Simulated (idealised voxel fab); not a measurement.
The following process module bears the name voxel plated lines.
Section shown: cut. Width: 195 nm. Cell size: 5 nm, square.
Each cross-section below is a grid of square cells, stated as bands in top-down order, with one or more rows of cells making up each band. Band entry format. Leading values: height of top, height of bottom, nm. Remainder: materials in left-to-right order, each with its width in nm. Special words: "edge to edge" on a single material, which then fills the band edge to edge; "blank", empty space. A quick word on heights: they are counted from 0, and under that level the wafer as it came to us is one material throughout. The lowest band is different from the rest in having no bottom; it simply continues downward, written as in "0 and below". Per-row width for "30..40": begins at first number (top row of band), ends at second number (bottom row), increment between rows held constant. Reading "no modification" for a step: not a cell of the cross-section changed in it. You'll see "Enclosed empty spaces" listing empty spaces that have no way open to the top, as long as they're 8 cells or more; the notation is width x height at distance, where the distance is from the left edge, and all of it is in nm. If you see something after the settings on a step's line, that's the simulator's own remark about that step. A step's line can hold "overlay nm"; with a mask on that step, the setting says how far right of the planned place the mask lay, while a negative setting says it lay to the left. Layout of what follows: cross-section pairs, each bracketing one process step, the after cross-section shown only to the lowest band that changed, the step between and its settings noted under each pair. Pairs may originate in different runs of this module on the same starting wafer; a pair continues from the pair above only where its entry headed "Incoming profile" says so.
Incoming profile:
	0 and below: Si edge to edge
	Enclosed empty spaces: none
Section After Processing:
	10 down to 0: SiN edge to edge
	All layers under 0 are left as they were.
	Enclosed empty spaces: none
Can you say which step sits between the two cross-sections above? CONFORMAL_DEP | material SiN | thk nm 10
Incoming profile: Please consult the pair immediately above; the cross-section it shows after its step is the state before this step.
Section After Processing:
	15 down to 10: TiN edge to edge
	All layers under 10 are left as they were.
	Enclosed empty spaces: none
Can you say which step sits between the two cross-sections above? DIRECTIONAL_DEP | material TiN | thk nm 5
Incoming profile: Please consult the pair immediately above; the cross-section it shows after its step is the state before this step.
Section After Processing:
	50 down to 15: 70 resist / 15 blank / 20 resist / 15 blank / 75 resist
	All layers under 15 are left as they were.
	Enclosed empty spaces: none
Can you say which step sits between the two cross-sections above? PATTERN | tone open | mask id LINES | material resist | width nm 15 | pitch nm 35 | thk nm 35 | overlay nm 0
Incoming profile: Please consult the pair immediately above; the cross-section it shows after its step is the state before this step.
Section After Processing:
	50 down to 25: 70 resist / 15 blank / 20 resist / 15 blank / 75 resist
	25 down to 15: 70 resist / 15 Ru / 20 resist / 15 Ru / 75 resist
	All layers under 15 are left as they were.
	Enclosed empty spaces: none
Can you say which step sits between the two cross-sections above? EPI | material Ru | thk nm 10
Incoming profile: Please consult the pair immediately above; the cross-section it shows after its step is the state before this step.
Section After Processing:
	50 down to 30: 70 resist / 15 blank / 20 resist / 15 blank / 75 resist
	30 down to 15: 70 resist / 15 Ru / 20 resist / 15 Ru / 75 resist
	All layers under 15 are left as they were.
	Enclosed empty spaces: none
Can you say which step sits between the two cross-sections above? EPI | material Ru | thk nm 5
Incoming profile: Please consult the pair immediately above; the cross-section it shows after its step is the state before this step.
Section After Processing:
	50 down to 40: 70 resist / 15 blank / 20 resist / 15 blank / 75 resist
	40 down to 15: 70 resist / 15 Ru / 20 resist / 15 Ru / 75 resist
	All layers under 15 are left as they were.
	Enclosed empty spaces: none
Can you say which step sits between the two cross-sections above? EPI | material Ru | thk nm 10
Incoming profile: Please consult the pair immediately above; the cross-section it shows after its step is the state before this step.
Section After Processing:
	40 down to 15: 70 blank / 15 Ru / 20 blank / 15 Ru / 75 blank
	All layers under 15 are left as they were.
	Enclosed empty spaces: none
Can you say which step sits between the two cross-sections above? STRIP | etch materials resist
Incoming profile: Please consult the pair immediately above; the cross-section it shows after its step is the state before this step.
Section After Processing:
	40 down to 15: 70 blank / 15 Ru / 20 blank / 15 Ru / 75 blank
	15 down to 10: 70 blank / 15 TiN / 20 blank / 15 TiN / 75 blank
	All layers under 10 are left as they were.
	Enclosed empty spaces: none
Can you say which step sits between the two cross-sections above? DIRECTIONAL_ETCH | etch materials TiN | depth nm 5
Incoming profile: Please consult the pair immediately above; the cross-section it shows after its step is the state before this step.
Section After Processing:
	45 down to 40: 65 blank / 25 SiCN / 10 blank / 25 SiCN / 70 blank
	40 down to 15: 65 blank / 5 SiCN / 15 Ru / 5 SiCN / 10 blank / 5 SiCN / 15 Ru / 5 SiCN / 70 blank
	15 down to 10: 70 SiCN / 15 TiN / 20 SiCN / 15 TiN / 75 SiCN
	All layers under 10 are left as they were.
	Enclosed empty spaces: none
Can you say which step sits between the two cross-sections above? CONFORMAL_DEP | material SiCN | thk nm 5
Incoming profile:
	15 down to 10: TiN edge to edge
	10 down to 0: SiN edge to edge
	0 and below: Si edge to edge
	Enclosed empty spaces: none
Section After Processing:
	25 down to 15: Ru edge to edge
	All layers under 15 are left as they were.
	Enclosed empty spaces: none
Can you say which step sits between the two cross-sections above? EPI | material Ru | thk nm 10
Incoming profile: Please consult the pair immediately above; the cross-section it shows after its step is the state before this step.
Section After Processing:
	30 down to 15: Ru edge to edge
	All layers under 15 are left as they were.
	Enclosed empty spaces: none
Can you say which step sits between the two cross-sections above? EPI | material Ru | thk nm 5
Incoming profile: Please consult the pair immediately above; the cross-section it shows after its step is the state before this step.
Section After Processing:
	40 down to 15: Ru edge to edge
	All layers under 15 are left as they were.
	Enclosed empty spaces: none
Can you say which step sits between the two cross-sections above? EPI | material Ru | thk nm 10
Incoming profile: Please consult the pair immediately above; the cross-section it shows after its step is the state before this step.
Section After Processing:
	45 down to 40: SiCN edge to edge
	All layers under 40 are left as they were.
	Enclosed empty spaces: none
Can you say which step sits between the two cross-sections above? CONFORMAL_DEP | material SiCN | thk nm 5
Incoming profile:
	50 down to 30: 70 resist / 15 blank / 20 resist / 15 blank / 75 resist
	30 down to 15: 70 resist / 15 Ru / 20 resist / 15 Ru / 75 resist
	15 down to 10: TiN edge to edge
	10 down to 0: SiN edge to edge
	0 and below: Si edge to edge
	Enclosed empty spaces: none
Section After Processing:
	30 down to 15: 70 blank / 15 Ru / 20 blank / 15 Ru / 75 blank
	All layers under 15 are left as they were.
	Enclosed empty spaces: none
Can you say which step sits between the two cross-sections above? STRIP | etch materials resist
Incoming profile: Please consult the pair immediately above; the cross-section it shows after its step is the state before this step.
Section After Processing:
	40 down to 25: 60 blank / 70 Ru / 65 blank
	25 down to 15: Ru edge to edge
	All layers under 15 are left as they were.
	Enclosed empty spaces: none
Can you say which step sits between the two cross-sections above? EPI | material Ru | thk nm 10
Incoming profile: Please consult the pair immediately above; the cross-section it shows after its step is the state before this step.
Section After Processing:
	45 down to 40: 55 blank / 80 SiCN / 60 blank
	40 down to 30: 55 blank / 5 SiCN / 70 Ru / 5 SiCN / 60 blank
	30 down to 25: 60 SiCN / 70 Ru / 65 SiCN
	All layers under 25 are left as they were.
	Enclosed empty spaces: none
Can you say which step sits between the two cross-sections above? CONFORMAL_DEP | material SiCN | thk nm 5
Incoming profile:
	10 down to 0: SiN edge to edge
	0 and below: Si edge to edge
	Enclosed empty spaces: none
Section After Processing:
	25 down to 10: TiN edge to edge
	All layers under 10 are left as they were.
	Enclosed empty spaces: none
Can you say which step sits between the two cross-sections above? DIRECTIONAL_DEP | material TiN | thk nm 15
Incoming profile: Please consult the pair immediately above; the cross-section it shows after its step is the state before this step.
Section After Processing:
	60 down to 25: 70 resist / 15 blank / 20 resist / 15 blank / 75 resist
	All layers under 25 are left as they were.
	Enclosed empty spaces: none
Can you say which step sits between the two cross-sections above? PATTERN | tone open | mask id LINES | material resist | width nm 15 | pitch nm 35 | thk nm 35 | overlay nm 0
Incoming profile: Please consult the pair immediately above; the cross-section it shows after its step is the state before this step.
Section After Processing:
	60 down to 35: 70 resist / 15 blank / 20 resist / 15 blank / 75 resist
	35 down to 25: 70 resist / 15 Ru / 20 resist / 15 Ru / 75 resist
	All layers under 25 are left as they were.
	Enclosed empty spaces: none
Can you say which step sits between the two cross-sections above? EPI | material Ru | thk nm 10
Incoming profile: Please consult the pair immediately above; the cross-section it shows after its step is the state before this step.
Section After Processing:
	60 down to 40: 70 resist / 15 blank / 20 resist / 15 blank / 75 resist
	40 down to 25: 70 resist / 15 Ru / 20 resist / 15 Ru / 75 resist
	All layers under 25 are left as they were.
	Enclosed empty spaces: none
Can you say which step sits between the two cross-sections above? EPI | material Ru | thk nm 5
Incoming profile: Please consult the pair immediately above; the cross-section it shows after its step is the state before this step.
Section After Processing:
	60 down to 50: 70 resist / 15 blank / 20 resist / 15 blank / 75 resist
	50 down to 25: 70 resist / 15 Ru / 20 resist / 15 Ru / 75 resist
	All layers under 25 are left as they were.
	Enclosed empty spaces: none
Can you say which step sits between the two cross-sections above? EPI | material Ru | thk nm 10
Incoming profile: Please consult the pair immediately above; the cross-section it shows after its step is the state before this step.
Section After Processing:
	50 down to 25: 70 blank / 15 Ru / 20 blank / 15 Ru / 75 blank
	All layers under 25 are left as they were.
	Enclosed empty spaces: none
Can you say which step sits between the two cross-sections above? STRIP | etch materials resist
Incoming profile: Please consult the pair immediately above; the cross-section it shows after its step is the state before this step.
Section After Processing:
	50 down to 25: 70 blank / 15 Ru / 20 blank / 15 Ru / 75 blank
	25 down to 20: 70 blank / 15 TiN / 20 blank / 15 TiN / 75 blank
	All layers under 20 are left as they were.
	Enclosed empty spaces: none
Can you say which step sits between the two cross-sections above? DIRECTIONAL_ETCH | etch materials TiN | depth nm 5
Incoming profile: Please consult the pair immediately above; the cross-section it shows after its step is the state before this step.
Section After Processing:
	55 down to 50: 65 blank / 25 SiCN / 10 blank / 25 SiCN / 70 blank
	50 down to 25: 65 blank / 5 SiCN / 15 Ru / 5 SiCN / 10 blank / 5 SiCN / 15 Ru / 5 SiCN / 70 blank
	25 down to 20: 70 SiCN / 15 TiN / 20 SiCN / 15 TiN / 75 SiCN
	All layers under 20 are left as they were.
	Enclosed empty spaces: none
Can you say which step sits between the two cross-sections above? CONFORMAL_DEP | material SiCN | thk nm 5
Incoming profile:
	15 down to 10: TiN edge to edge
	10 down to 0: SiN edge to edge
	0 and below: Si edge to edge
	Enclosed empty spaces: none
Section After Processing:
	50 down to 15: 70 resist / 20 blank / 15 resist / 20 blank / 70 resist
	All layers under 15 are left as they were.
	Enclosed empty spaces: none
Can you say which step sits between the two cross-sections above? PATTERN | tone open | mask id LINES | material resist | width nm 20 | pitch nm 35 | thk nm 35 | overlay nm 0
Incoming profile: Please consult the pair immediately above; the cross-section it shows after its step is the state before this step.
Section After Processing:
	50 down to 25: 70 resist / 20 blank / 15 resist / 20 blank / 70 resist
	25 down to 15: 70 resist / 20 Ru / 15 resist / 20 Ru / 70 resist
	All layers under 15 are left as they were.
	Enclosed empty spaces: none
Can you say which step sits between the two cross-sections above? EPI | material Ru | thk nm 10
Incoming profile: Please consult the pair immediately above; the cross-section it shows after its step is the state before this step.
Section After Processing:
	50 down to 30: 70 resist / 20 blank / 15 resist / 20 blank / 70 resist
	30 down to 15: 70 resist / 20 Ru / 15 resist / 20 Ru / 70 resist
	All layers under 15 are left as they were.
	Enclosed empty spaces: none
Can you say which step sits between the two cross-sections above? EPI | material Ru | thk nm 5
Incoming profile: Please consult the pair immediately above; the cross-section it shows after its step is the state before this step.
Section After Processing:
	50 down to 40: 70 resist / 20 blank / 15 resist / 20 blank / 70 resist
	40 down to 15: 70 resist / 20 Ru / 15 resist / 20 Ru / 70 resist
	All layers under 15 are left as they were.
	Enclosed empty spaces: none
Can you say which step sits between the two cross-sections above? EPI | material Ru | thk nm 10
Incoming profile: Please consult the pair immediately above; the cross-section it shows after its step is the state before this step.
Section After Processing:
	40 down to 15: 70 blank / 20 Ru / 15 blank / 20 Ru / 70 blank
	All layers under 15 are left as they were.
	Enclosed empty spaces: none
Can you say which step sits between the two cross-sections above? STRIP | etch materials resist
Incoming profile: Please consult the pair immediately above; the cross-section it shows after its step is the state before this step.
Section After Processing:
	40 down to 15: 70 blank / 20 Ru / 15 blank / 20 Ru / 70 blank
	15 down to 10: 70 blank / 20 TiN / 15 blank / 20 TiN / 70 blank
	All layers under 10 are left as they were.
	Enclosed empty spaces: none
Can you say which step sits between the two cross-sections above? DIRECTIONAL_ETCH | etch materials TiN | depth nm 5
Incoming profile: Please consult the pair immediately above; the cross-section it shows after its step is the state before this step.
Section After Processing:
	45 down to 40: 65 blank / 30 SiCN / 5 blank / 30 SiCN / 65 blank
	40 down to 15: 65 blank / 5 SiCN / 20 Ru / 5 SiCN / 5 blank / 5 SiCN / 20 Ru / 5 SiCN / 65 blank
	15 down to 10: 70 SiCN / 20 TiN / 15 SiCN / 20 TiN / 70 SiCN
	All layers under 10 are left as they were.
	Enclosed empty spaces: none
Can you say which step sits between the two cross-sections above? CONFORMAL_DEP | material SiCN | thk nm 5
Incoming profile:
	15 down to 10: TiN edge to edge
	10 down to 0: SiN edge to edge
	0 and below: Si edge to edge
	Enclosed empty spaces: none
Section After Processing:
	50 down to 15: 65 resist / 15 blank / 20 resist / 15 blank / 80 resist
	All layers under 15 are left as they were.
	Enclosed empty spaces: none
Can you say which step sits between the two cross-sections above? PATTERN | tone open | mask id LINES | material resist | width nm 15 | pitch nm 35 | thk nm 35 | overlay nm -5
Incoming profile: Please consult the pair immediately above; the cross-section it shows after its step is the state before this step.
Section After Processing:
	50 down to 25: 65 resist / 15 blank / 20 resist / 15 blank / 80 resist
	25 down to 15: 65 resist / 15 Ru / 20 resist / 15 Ru / 80 resist
	All layers under 15 are left as they were.
	Enclosed empty spaces: none
Can you say which step sits between the two cross-sections above? EPI | material Ru | thk nm 10
Incoming profile: Please consult the pair immediately above; the cross-section it shows after its step is the state before this step.
Section After Processing:
	50 down to 30: 65 resist / 15 blank / 20 resist / 15 blank / 80 resist
	30 down to 15: 65 resist / 15 Ru / 20 resist / 15 Ru / 80 resist
	All layers under 15 are left as they were.
	Enclosed empty spaces: none
Can you say which step sits between the two cross-sections above? EPI | material Ru | thk nm 5
Incoming profile: Please consult the pair immediately above; the cross-section it shows after its step is the state before this step.
Section After Processing:
	50 down to 40: 65 resist / 15 blank / 20 resist / 15 blank / 80 resist
	40 down to 15: 65 resist / 15 Ru / 20 resist / 15 Ru / 80 resist
	All layers under 15 are left as they were.
	Enclosed empty spaces: none
Can you say which step sits between the two cross-sections above? EPI | material Ru | thk nm 10
Incoming profile: Please consult the pair immediately above; the cross-section it shows after its step is the state before this step.
Section After Processing:
	40 down to 15: 65 blank / 15 Ru / 20 blank / 15 Ru / 80 blank
	All layers under 15 are left as they were.
	Enclosed empty spaces: none
Can you say which step sits between the two cross-sections above? STRIP | etch materials resist
Incoming profile: Please consult the pair immediately above; the cross-section it shows after its step is the state before this step.
Section After Processing:
	40 down to 15: 65 blank / 15 Ru / 20 blank / 15 Ru / 80 blank
	15 down to 10: 65 blank / 15 TiN / 20 blank / 15 TiN / 80 blank
	All layers under 10 are left as they were.
	Enclosed empty spaces: none
Can you say which step sits between the two cross-sections above? DIRECTIONAL_ETCH | etch materials TiN | depth nm 5
Incoming profile: Please consult the pair immediately above; the cross-section it shows after its step is the state before this step.
Section After Processing:
	45 down to 40: 60 blank / 25 SiCN / 10 blank / 25 SiCN / 75 blank
	40 down to 15: 60 blank / 5 SiCN / 15 Ru / 5 SiCN / 10 blank / 5 SiCN / 15 Ru / 5 SiCN / 75 blank
	15 down to 10: 65 SiCN / 15 TiN / 20 SiCN / 15 TiN / 80 SiCN
	All layers under 10 are left as they were.
	Enclosed empty spaces: none
Can you say which step sits between the two cross-sections above? CONFORMAL_DEP | material SiCN | thk nm 5
Incoming profile:
	40 down to 15: 70 blank / 15 Ru / 20 blank / 15 Ru / 75 blank
	15 down to 10: 70 blank / 15 TiN / 20 blank / 15 TiN / 75 blank
	10 down to 0: SiN edge to edge
	0 and below: Si edge to edge
	Enclosed empty spaces: none
Section After Processing:
	45 down to 40: 65 blank / 25 SiN / 10 blank / 25 SiN / 70 blank
	40 down to 15: 65 blank / 5 SiN / 15 Ru / 5 SiN / 10 blank / 5 SiN / 15 Ru / 5 SiN / 70 blank
	15 down to 10: 70 SiN / 15 TiN / 20 SiN / 15 TiN / 75 SiN
	All layers under 10 are left as they were.
	Enclosed empty spaces: none
Can you say which step sits between the two cross-sections above? CONFORMAL_DEP | material SiN | thk nm 5
Incoming profile:
	15 down to 10: TiN edge to edge
	10 down to 0: SiN edge to edge
	0 and below: Si edge to edge
	Enclosed empty spaces: none
Section After Processing:
	50 down to 15: 70 blank / 15 resist / 20 blank / 15 resist / 75 blank
	All layers under 15 are left as they were.
	Enclosed empty spaces: none
Can you say which step sits between the two cross-sections above? PATTERN | tone cover | mask id LINES | material resist | width nm 15 | pitch nm 35 | thk nm 35 | overlay nm 0
Incoming profile: Please consult the pair immediately above; the cross-section it shows after its step is the state before this step.
Section After Processing:
	50 down to 25: 70 blank / 15 resist / 20 blank / 15 resist / 75 blank
	25 down to 15: 70 Ru / 15 resist / 20 Ru / 15 resist / 75 Ru
	All layers under 15 are left as they were.
	Enclosed empty spaces: none
Can you say which step sits between the two cross-sections above? EPI | material Ru | thk nm 10
Incoming profile: Please consult the pair immediately above; the cross-section it shows after its step is the state before this step.
Section After Processing:
	50 down to 30: 70 blank / 15 resist / 20 blank / 15 resist / 75 blank
	30 down to 15: 70 Ru / 15 resist / 20 Ru / 15 resist / 75 Ru
	All layers under 15 are left as they were.
	Enclosed empty spaces: none
Can you say which step sits between the two cross-sections above? EPI | material Ru | thk nm 5
Incoming profile: Please consult the pair immediately above; the cross-section it shows after its step is the state before this step.
Section After Processing:
	50 down to 40: 70 blank / 15 resist / 20 blank / 15 resist / 75 blank
	40 down to 15: 70 Ru / 15 resist / 20 Ru / 15 resist / 75 Ru
	All layers under 15 are left as they were.
	Enclosed empty spaces: none
Can you say which step sits between the two cross-sections above? EPI | material Ru | thk nm 10
Incoming profile: Please consult the pair immediately above; the cross-section it shows after its step is the state before this step.
Section After Processing:
	40 down to 15: 70 Ru / 15 blank / 20 Ru / 15 blank / 75 Ru
	All layers under 15 are left as they were.
	Enclosed empty spaces: none
Can you say which step sits between the two cross-sections above? STRIP | etch materials resist
Incoming profile: Please consult the pair immediately above; the cross-section it shows after its step is the state before this step.
Section After Processing:
	40 down to 15: 70 Ru / 15 blank / 20 Ru / 15 blank / 75 Ru
	15 down to 10: 70 TiN / 15 blank / 20 TiN / 15 blank / 75 TiN
	All layers under 10 are left as they were.
	Enclosed empty spaces: none
Can you say which step sits between the two cross-sections above? DIRECTIONAL_ETCH | etch materials TiN | depth nm 5
Incoming profile: Please consult the pair immediately above; the cross-section it shows after its step is the state before this step.
Section After Processing:
	45 down to 40: 75 SiCN / 5 blank / 30 SiCN / 5 blank / 80 SiCN
	40 down to 15: 70 Ru / 5 SiCN / 5 blank / 5 SiCN / 20 Ru / 5 SiCN / 5 blank / 5 SiCN / 75 Ru
	15 down to 10: 70 TiN / 15 SiCN / 20 TiN / 15 SiCN / 75 TiN
	All layers under 10 are left as they were.
	Enclosed empty spaces: none
Can you say which step sits between the two cross-sections above? CONFORMAL_DEP | material SiCN | thk nm 5
